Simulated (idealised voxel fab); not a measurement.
Module name: voxel local oxidation (process module)
This is section cut - it's 190 nm across, gridded in 5 nm square cells.
This document writes a cross-section as a grid whose cells are square, and gives it as bands, listed from the top down; one or more rows of cells form a band.
For a band, the entry starts with two heights in nm, that of the top and then that of the bottom, and carries on with the band's materials in order from left to right, each alongside its width in nm; the word "full width" beside a single material means it fills the band edge to edge, and "air" means empty space.
Height 0 is the level under which the wafer as received is all one material. The lowest band goes on downwards, as in "0 down".
Note: "30->40" means the width goes from the first number (top row of the band) to the second number (bottom row) in equal steps per row of cells.
Basically "all unchanged" means that step didn't change any cell in the cross-section.
This entry, "Closed void list", enumerates those empty regions of no fewer than 8 cells that possess no open connection to the top. Each region is reported in the form width x height at distance, the distance being taken from the left edge, with all three quantities expressed in nm.
Read whatever lies past the settings on a step's line as the simulator's own remark about the step.
On any step carrying a mask, the "overlay nm" setting, if present on the step's line, tells how far right of its planned place the mask lay; negative values point to the left.
## Below is the list of planned process steps
1. RECEIVE, material Si
2. CONFORMAL_DEP, material SiO2, thk nm 5
3. CONFORMAL_DEP, material SiN, thk nm 15
4. MASKED_ETCH, tone cover, mask id ACTIVE, width nm 105, etch materials SiN, depth nm 15, overlay nm -15
5. SELECTIVE_ETCH, etch materials SiO2, depth nm 5
6. OXIDIZE, depth nm 10
7. STRIP, etch materials SiN
What sets these wafers apart? The overlay nm at step 4. They all start alike, and the plan carries the first wafer's value.
## first wafer as received, after step 1
0 down  Si full width
Closed void list: none
## Cross-section of the first of several wafers, taken after step 7, where the module ends
5 to 0  30 air  95 SiO2  65 air
0 to -10  40 SiO2  75 Si  75 SiO2
-10 down  Si full width
Closed void list: none
## Cross-section of the final wafer among several, taken at the end of the module
5 to 0  60 air  95 SiO2  35 air
0 to -10  70 SiO2  75 Si  45 SiO2
-10 down  Si full width
Closed void list: none
## Below, a row for every wafer. Read it as the end-of-module picture: for each material the wafer shows its cells gained (+) or lost (-) since it was received, and then its closed voids
overlay nm -15, -46 Si, +65 SiO2, Closed void list: none
overlay nm -10, -46 Si, +65 SiO2, Closed void list: none
overlay nm -5, -46 Si, +65 SiO2, Closed void list: none
overlay nm 0, -46 Si, +65 SiO2, Closed void list: none
overlay nm 5, -46 Si, +65 SiO2, Closed void list: none
overlay nm 10, -46 Si, +65 SiO2, Closed void list: none
overlay nm 15, -46 Si, +65 SiO2, Closed void list: none
